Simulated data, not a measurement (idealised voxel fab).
The document below concerns the process module designated voxel trench capacitor.
It is cross-section cut that appears here, measuring 165 nm in width, its square cells being 5 nm in size.
Heads up, the way a cross-section reads in here is a grid of square cells, handed over as bands from the top down, with every band being one or more rows of cells. The band entry comprises the height of the band's top followed by the height of its bottom, expressed in nm, and subsequently the band's materials from left to right, each stated together with its width in nm. Where a single material is marked with the word "edge to edge", that material fills the band from edge to edge. The word "empty" represents empty space. Heads up on the height convention: 0 is the point under which the incoming wafer is all one material, and the lowest band has no bottom, it just keeps going down, like "0 down". With a width like "30 to 40", each row of cells in the band differs from the next by the same amount, the top row carrying the first number and the bottom row the second. "no modification" for a step: no cell of the cross-section changed in that step. Under "Trapped cavities" you'll find the enclosed gaps, the ones with no way out to the top, that are 8 cells or bigger; each reads width x height at distance, with distance counted from the left edge, everything in nm. Step line, after settings: the simulator's comment on this step. When a step includes a mask, the "overlay nm" setting on its line states how far to the right of its planned place that mask lay, and negative values state how far to the left.

### Process steps - plan
1. RECEIVE: material Si
2. CONFORMAL_DEP: material SiN, thk nm 10
3. MASKED_ETCH: tone open, mask id TRENCH, width nm 20, pitch nm 50, etch materials SiN, depth nm 10, overlay nm 0
4. MASKED_ETCH: tone open, mask id TRENCH, width nm 30, pitch nm 50, etch materials Si, depth nm 25, overlay nm 0
5. CONFORMAL_DEP: material Al2O3, thk nm 5
6. CONFORMAL_DEP: material TiN, thk nm 5
7. FILL_DEP: material W, thk nm 10
8. CMP: height nm 10
Where the wafers of this document differ is in the width nm of step 3; they start out the same, and the plan states the value that applied to the first wafer.

### Received condition of the first of several wafers, sectioned: post-step 1
	0 down: Si edge to edge
	Trapped cavities: none

### Cross-section, first of several wafers, end of module, after last step 8
	10 to 0: 20 nm SiN  5 nm Al2O3  10 nm TiN  5 nm Al2O3  30 nm SiN  5 nm Al2O3  10 nm TiN  5 nm Al2O3  30 nm SiN  5 nm Al2O3  10 nm TiN  5 nm Al2O3  25 nm SiN
	0 to -20: 20 nm Si  5 nm Al2O3  10 nm TiN  5 nm Al2O3  30 nm Si  5 nm Al2O3  10 nm TiN  5 nm Al2O3  30 nm Si  5 nm Al2O3  10 nm TiN  5 nm Al2O3  25 nm Si
	-20 to -25: 20 nm Si  20 nm Al2O3  30 nm Si  20 nm Al2O3  30 nm Si  20 nm Al2O3  25 nm Si
	-25 down: Si edge to edge
	Trapped cavities: none

### The last wafer as seen in cross-section at the end of the module
	10 to 0: 15 nm SiN  5 nm Al2O3  5 nm TiN  10 nm W  10 to 5 nm TiN  5 to 10 nm Al2O3  15 nm SiN  5 nm Al2O3  5 nm TiN  10 nm W  10 to 5 nm TiN  5 to 10 nm Al2O3  15 nm SiN  5 nm Al2O3  5 nm TiN  10 nm W  10 to 5 nm TiN  5 to 10 nm Al2O3  15 nm SiN
	0 to -15: 15 nm Si  5 nm Al2O3  5 nm TiN  10 nm W  5 nm TiN  5 nm Al2O3  20 nm Si  5 nm Al2O3  5 nm TiN  10 nm W  5 nm TiN  5 nm Al2O3  20 nm Si  5 nm Al2O3  5 nm TiN  10 nm W  5 nm TiN  5 nm Al2O3  20 nm Si
	-15 to -20: 15 nm Si  5 nm Al2O3  20 nm TiN  5 nm Al2O3  20 nm Si  5 nm Al2O3  20 nm TiN  5 nm Al2O3  20 nm Si  5 nm Al2O3  20 nm TiN  5 nm Al2O3  20 nm Si
	-20 to -25: 15 nm Si  30 nm Al2O3  20 nm Si  30 nm Al2O3  20 nm Si  30 nm Al2O3  20 nm Si
	-25 down: Si edge to edge
	Trapped cavities: none

### Per wafer (row), end of module: delta in cells per material since receipt, (+) for gained, (-) for lost; closed voids after that
width nm 20, +48 Al2O3, -60 Si, +42 SiN, +36 TiN, Trapped cavities: none
width nm 25, +51 Al2O3, -75 Si, +36 SiN, +39 TiN, +15 W, Trapped cavities: none
width nm 30, +54 Al2O3, -90 Si, +30 SiN, +42 TiN, +30 W, Trapped cavities: none
width nm 35, +57 Al2O3, -90 Si, +24 SiN, +45 TiN, +30 W, Trapped cavities: none
